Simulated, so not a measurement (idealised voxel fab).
Documented hereafter: the process module known as voxel local oxidation.
Cross-section cut: width 175 nm, square cells of 5 nm.
A cross-section in this document is a grid of square cells, and it is written down as bands, the top band listed before the ones below it; a band is made up of one or more rows of cells. The entry gives the band's vertical extent as a top height and a bottom height in nm, then its horizontal make-up as materials from left to right, each with a width in nm. "empty" stands for empty space; a single material marked "everywhere" fills the band edge to edge. Height is counted from the level 0, under which the received wafer is composed throughout of one material. The lowest of the bands is not closed at the bottom but continues downward, in the notation "0 down". It should be noted that a width expressed as "30..40" varies in equal increments from row to row of cells within the band, taking the value of the first number at the top row and that of the second number at the bottom row. A step reported as "nothing different" is a step in which no cell of the cross-section changed. The list in "Encapsulated voids" covers empty spaces of 8 cells or more that cannot reach the top through any open way, and it gives each as width x height at distance; the distance is from the left edge, and width, height and distance are in nm. The remark found on a step's line after its settings is issued by the simulator itself and pertains to that step. Each step line may optionally specify "overlay nm", which for a step with a mask gives the rightward distance between the mask's planned place and where it lay, a negative value indicating the leftward direction.

-- These are the steps we planned for the process
1 RECEIVE (material Si)
2 OXIDIZE (depth nm 5)
3 CONFORMAL_DEP (material SiN; thk nm 15)
4 PATTERN (tone cover; mask id ACTIVE; material resist; width nm 105; thk nm 15; overlay nm 0)
5 DIRECTIONAL_ETCH (etch materials SiN; depth nm 15)
6 STRIP (etch materials resist)
7 SELECTIVE_ETCH (etch materials SiO2; depth nm 5)
8 OXIDIZE (depth nm 10)
9 STRIP (etch materials SiN)

-- As received (post step 1): cross-section
* 0 down = Si everywhere
* Encapsulated voids: none

-- Final cross-section, module run with one mistake (start and plan as above)
* 0 to -5 = 40 nm empty  100 nm SiO2  35 nm empty
* -5 to -15 = 50 nm SiO2  80 nm Si  45 nm SiO2
* -15 down = Si everywhere
* Encapsulated voids: none
Where did the run depart from the plan? step 4 was processed under conditions differing from the plan, specifically as PATTERN (tone cover; mask id ACTIVE; material resist; width nm 110; thk nm 15; overlay nm 0)
